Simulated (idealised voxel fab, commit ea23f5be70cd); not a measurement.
process module | voxel double patterning
cross-section cut | 250 nm wide | cells 5 nm
A cross-section is a grid of square cells, given in bands from the top down. A band is one or more rows of cells.
Each band's line starts with the height of the band's top and of its bottom, in nm. Then come its materials from left to right, each with its width in nm. One material with "throughout" fills the band from edge to edge. "air" is empty space.
Height 0 is the level under which the wafer as received is all one material. The lowest band goes on downwards, as in "0 down".
A width such as "30 to 40" changes by the same amount from each row of cells to the next, from the band's top row to its bottom row.
"no change" after a step means that no cell of the cross-section changed.
closed voids: empty space of 8 cells or more with no open way to the top, each as width x height at its distance from the left edge, in nm
after a step's settings: what the simulator itself notes on the step
overlay nm, on a step with a mask: how far to the right of its planned place the mask lay; to the left if negative
plan
1 op RECEIVE | material Si
2 op CONFORMAL_DEP | material SiN | thk nm 5
3 op DIRECTIONAL_DEP | material SiO2 | thk nm 20
4 op DIRECTIONAL_DEP | material SiCN | thk nm 10
5 op DIRECTIONAL_DEP | material aC | thk nm 15
6 op PATTERN | tone open | mask id FIRST | material resist | width nm 15 | pitch nm 50 | thk nm 35 | overlay nm -15
7 op DIRECTIONAL_ETCH | etch materials aC | depth nm 15
8 op STRIP | etch materials resist
9 op DIRECTIONAL_ETCH | etch materials SiCN | depth nm 10
10 op STRIP | etch materials aC
11 op MASKED_ETCH | tone open | mask id SECOND | width nm 15 | etch materials SiCN | depth nm 10 | overlay nm 0
12 op DIRECTIONAL_ETCH | etch materials SiO2 | depth nm 20
13 op STRIP | etch materials SiCN
varied across the wafers: overlay nm of step 6. The plan shows the first wafer's value. All wafers start alike
first wafer as received, after step 1
  0 down: Si throughout
  closed voids: none
each wafer at the end: cells of each material gained (+) or lost (-) since it was received, then its closed voids
overlay nm -15 | +50 SiN | +168 SiO2 | closed voids: none
overlay nm -10 | +50 SiN | +164 SiO2 | closed voids: none
overlay nm -5 | +50 SiN | +164 SiO2 | closed voids: none
overlay nm 0 | +50 SiN | +164 SiO2 | closed voids: none
overlay nm 5 | +50 SiN | +164 SiO2 | closed voids: none
overlay nm 10 | +50 SiN | +164 SiO2 | closed voids: none
overlay nm 15 | +50 SiN | +168 SiO2 | closed voids: none
